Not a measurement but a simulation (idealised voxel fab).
Title: Process Module voxel self aligned contacts
Shown is cross-section cut, with a width of 260 nm and square cells of size 5 nm.
Cross-section format: a grid of square cells, given as bands from top to bottom; each band is one or more rows of cells. Heights first: top, then bottom, in nm. Then materials, left to right, each with a width in nm. "all across" on a single material: fills the band edge to edge. "blank": empty space. Heights are expressed relative to 0, this being the level below which the as-received wafer comprises one material exclusively. The lowest band is unbounded in the downward direction and is denoted as in "from 0 down". Top row gets the first number, bottom row gets the second, and each row in between changes by the same step: that is how a band width like "30->40" works. No cell of the cross-section changed in a step that is given as "no alterations made". Heads up: "Closed void table" only lists the empty pockets with no open path to the top that are 8 cells or more, and it writes them as width x height at distance, distance from the left edge, in nm. Whatever follows a step's settings on its line is a remark the simulator itself makes about that step. overlay nm: how far to the right of its planned place the mask lay on this masked step (negative: to the left).
**List of planned process steps**
step 1: RECEIVE with material Si
step 2: CONFORMAL_DEP with material SiO2, thk nm 5
step 3: DIRECTIONAL_DEP with material polySi, thk nm 30
step 4: DIRECTIONAL_DEP with material SiN, thk nm 25
step 5: MASKED_ETCH with tone cover, mask id GATE, width nm 30, pitch nm 75, etch materials SiN, depth nm 25, overlay nm 0
step 6: MASKED_ETCH with tone cover, mask id GATE, width nm 30, pitch nm 75, etch materials polySi, depth nm 30, overlay nm 0
step 7: CONFORMAL_DEP with material SiN, thk nm 10
step 8: DIRECTIONAL_ETCH with etch materials SiN, depth nm 10
step 9: FILL_DEP with material SiO2, thk nm 15
step 10: CMP with height nm 65
step 11: MASKED_ETCH with tone open, mask id CONTACT, width nm 55, etch materials SiO2, depth nm 65, overlay nm 0
step 12: CONFORMAL_DEP with material TiN, thk nm 5
step 13: FILL_DEP with material W, thk nm 5
step 14: CMP with height nm 65
step 15: CONFORMAL_DEP with material SiN, thk nm 5
**First wafer out of two, processed as planned**
**Step 1 complete: cross-section of the wafer as received**
    from 0 down: Si all across
    Closed void table: none
**State of the wafer after step 2, shown in cross-section**
    from 5 to 0: SiO2 all across
    Everything under 0 stays put, no change at all.
**State of the wafer after step 3, shown in cross-section**
    from 35 to 5: polySi all across
    Everything under 5 stays put, no change at all.
**State of the wafer after step 4, shown in cross-section**
    from 60 to 35: SiN all across
    Everything under 35 stays put, no change at all.
**State of the wafer after step 5, shown in cross-section**
    from 60 to 35: 75 blank | 30 SiN | 45 blank | 30 SiN | 80 blank
    Everything under 35 stays put, no change at all.
**State of the wafer after step 6, shown in cross-section**
    from 60 to 35: 75 blank | 30 SiN | 45 blank | 30 SiN | 80 blank
    from 35 to 5: 75 blank | 30 polySi | 45 blank | 30 polySi | 80 blank
    Everything under 5 stays put, no change at all.
**State of the wafer after step 7, shown in cross-section**
    from 70 to 35: 65 blank | 50 SiN | 25 blank | 50 SiN | 70 blank
    from 35 to 15: 65 blank | 10 SiN | 30 polySi | 10 SiN | 25 blank | 10 SiN | 30 polySi | 10 SiN | 70 blank
    from 15 to 5: 75 SiN | 30 polySi | 45 SiN | 30 polySi | 80 SiN
    Everything under 5 stays put, no change at all.
**State of the wafer after step 8, shown in cross-section**
    from 60 to 35: 65 blank | 50 SiN | 25 blank | 50 SiN | 70 blank
    from 35 to 5: 65 blank | 10 SiN | 30 polySi | 10 SiN | 25 blank | 10 SiN | 30 polySi | 10 SiN | 70 blank
    Everything under 5 stays put, no change at all.
**State of the wafer after step 9, shown in cross-section**
    from 75 to 60: SiO2 all across
    from 60 to 35: 65 SiO2 | 50 SiN | 25 SiO2 | 50 SiN | 70 SiO2
    from 35 to 5: 65 SiO2 | 10 SiN | 30 polySi | 10 SiN | 25 SiO2 | 10 SiN | 30 polySi | 10 SiN | 70 SiO2
    Everything under 5 stays put, no change at all.
**State of the wafer after step 10, shown in cross-section**
    from 65 to 60: SiO2 all across
    Everything under 60 stays put, no change at all.
**State of the wafer after step 11, shown in cross-section**
    from 65 to 60: 100 SiO2 | 55 blank | 105 SiO2
    from 60 to 35: 65 SiO2 | 50 SiN | 25 blank | 50 SiN | 70 SiO2
    from 35 to 5: 65 SiO2 | 10 SiN | 30 polySi | 10 SiN | 25 blank | 10 SiN | 30 polySi | 10 SiN | 70 SiO2
    from 5 to 0: 115 SiO2 | 25 blank | 120 SiO2
    Everything under 0 stays put, no change at all.
**State of the wafer after step 12, shown in cross-section**
    from 70 to 65: 105 TiN | 45 blank | 110 TiN
    from 65 to 60: 100 SiO2 | 20 TiN | 15 blank | 20 TiN | 105 SiO2
    from 60 to 35: 65 SiO2 | 50 SiN | 5 TiN | 15 blank | 5 TiN | 50 SiN | 70 SiO2
    from 35 to 5: 65 SiO2 | 10 SiN | 30 polySi | 10 SiN | 5 TiN | 15 blank | 5 TiN | 10 SiN | 30 polySi | 10 SiN | 70 SiO2
    from 5 to 0: 115 SiO2 | 25 TiN | 120 SiO2
    Everything under 0 stays put, no change at all.
**State of the wafer after step 13, shown in cross-section**
    from 75 to 70: W all across
    from 70 to 65: 105 TiN | 45 W | 110 TiN
    from 65 to 60: 100 SiO2 | 20 TiN | 15 W | 20 TiN | 105 SiO2
    from 60 to 35: 65 SiO2 | 50 SiN | 5 TiN | 15 W | 5 TiN | 50 SiN | 70 SiO2
    from 35 to 5: 65 SiO2 | 10 SiN | 30 polySi | 10 SiN | 5 TiN | 15 W | 5 TiN | 10 SiN | 30 polySi | 10 SiN | 70 SiO2
    Everything under 5 stays put, no change at all.
**State of the wafer after step 14, shown in cross-section**
    from 65 to 60: 100 SiO2 | 20 TiN | 15 W | 20 TiN | 105 SiO2
    Everything under 60 stays put, no change at all.
**State of the wafer after step 15, shown in cross-section**
    from 70 to 65: SiN all across
    Everything under 65 stays put, no change at all.
**It is to be noted that the second wafer proceeded from the same initial state and according to the same plan as the first, although one mistake was committed in its execution; through step 2, inclusive, the two wafers share an identical history**
**Second wafer, sectioned view, at step 3's planned end time**
    from 65 to 5: polySi all across
    Everything under 5 stays put, no change at all.
**Second wafer, sectioned view, at step 4's planned end time**
    from 90 to 65: SiN all across
    Everything under 65 stays put, no change at all.
**Second wafer, sectioned view, at step 5's planned end time**
    from 90 to 65: 75 blank | 30 SiN | 45 blank | 30 SiN | 80 blank
    Everything under 65 stays put, no change at all.
**Second wafer, sectioned view, at step 6's planned end time**
    from 90 to 65: 75 blank | 30 SiN | 45 blank | 30 SiN | 80 blank
    from 65 to 35: 75 blank | 30 polySi | 45 blank | 30 polySi | 80 blank
    Everything under 35 stays put, no change at all.
**Second wafer, sectioned view, at step 7's planned end time**
    from 100 to 65: 65 blank | 50 SiN | 25 blank | 50 SiN | 70 blank
    from 65 to 45: 65 blank | 10 SiN | 30 polySi | 10 SiN | 25 blank | 10 SiN | 30 polySi | 10 SiN | 70 blank
    from 45 to 35: 75 SiN | 30 polySi | 45 SiN | 30 polySi | 80 SiN
    Everything under 35 stays put, no change at all.
**Second wafer, sectioned view, at step 8's planned end time**
    from 90 to 65: 65 blank | 50 SiN | 25 blank | 50 SiN | 70 blank
    from 65 to 35: 65 blank | 10 SiN | 30 polySi | 10 SiN | 25 blank | 10 SiN | 30 polySi | 10 SiN | 70 blank
    Everything under 35 stays put, no change at all.
**Second wafer, sectioned view, at step 9's planned end time**
    from 105 to 90: SiO2 all across
    from 90 to 65: 65 SiO2 | 50 SiN | 25 SiO2 | 50 SiN | 70 SiO2
    from 65 to 35: 65 SiO2 | 10 SiN | 30 polySi | 10 SiN | 25 SiO2 | 10 SiN | 30 polySi | 10 SiN | 70 SiO2
    Everything under 35 stays put, no change at all.
**Second wafer, sectioned view, at step 10's planned end time**
    from 65 to 35: 65 SiO2 | 10 SiN | 30 polySi | 10 SiN | 25 SiO2 | 10 SiN | 30 polySi | 10 SiN | 70 SiO2
    Everything under 35 stays put, no change at all.
**Second wafer, sectioned view, at step 11's planned end time**
    from 65 to 35: 65 SiO2 | 10 SiN | 30 polySi | 10 SiN | 25 blank | 10 SiN | 30 polySi | 10 SiN | 70 SiO2
    Everything under 35 stays put, no change at all.
**Second wafer, sectioned view, at step 12's planned end time**
    from 70 to 65: 120 TiN | 15 blank | 125 TiN
    from 65 to 40: 65 SiO2 | 10 SiN | 30 polySi | 10 SiN | 5 TiN | 15 blank | 5 TiN | 10 SiN | 30 polySi | 10 SiN | 70 SiO2
    from 40 to 35: 65 SiO2 | 10 SiN | 30 polySi | 10 SiN | 25 TiN | 10 SiN | 30 polySi | 10 SiN | 70 SiO2
    Everything under 35 stays put, no change at all.
**Second wafer, sectioned view, at step 13's planned end time**
    from 75 to 70: W all across
    from 70 to 65: 120 TiN | 15 W | 125 TiN
    from 65 to 40: 65 SiO2 | 10 SiN | 30 polySi | 10 SiN | 5 TiN | 15 W | 5 TiN | 10 SiN | 30 polySi | 10 SiN | 70 SiO2
    Everything under 40 stays put, no change at all.
**Second wafer, sectioned view, at step 14's planned end time**
    from 65 to 40: 65 SiO2 | 10 SiN | 30 polySi | 10 SiN | 5 TiN | 15 W | 5 TiN | 10 SiN | 30 polySi | 10 SiN | 70 SiO2
    Everything under 40 stays put, no change at all.
**Second wafer, sectioned view, at step 15's planned end time**
    from 70 to 65: SiN all across
    Everything under 65 stays put, no change at all.
What broke from the plan during processing? plan step 3 was twice executed
Looking at both finished wafers in cells, the second ends up ahead of or behind the first on some materials: -100 SiN | -171 SiO2 | -20 TiN | -21 W | +312 polySi
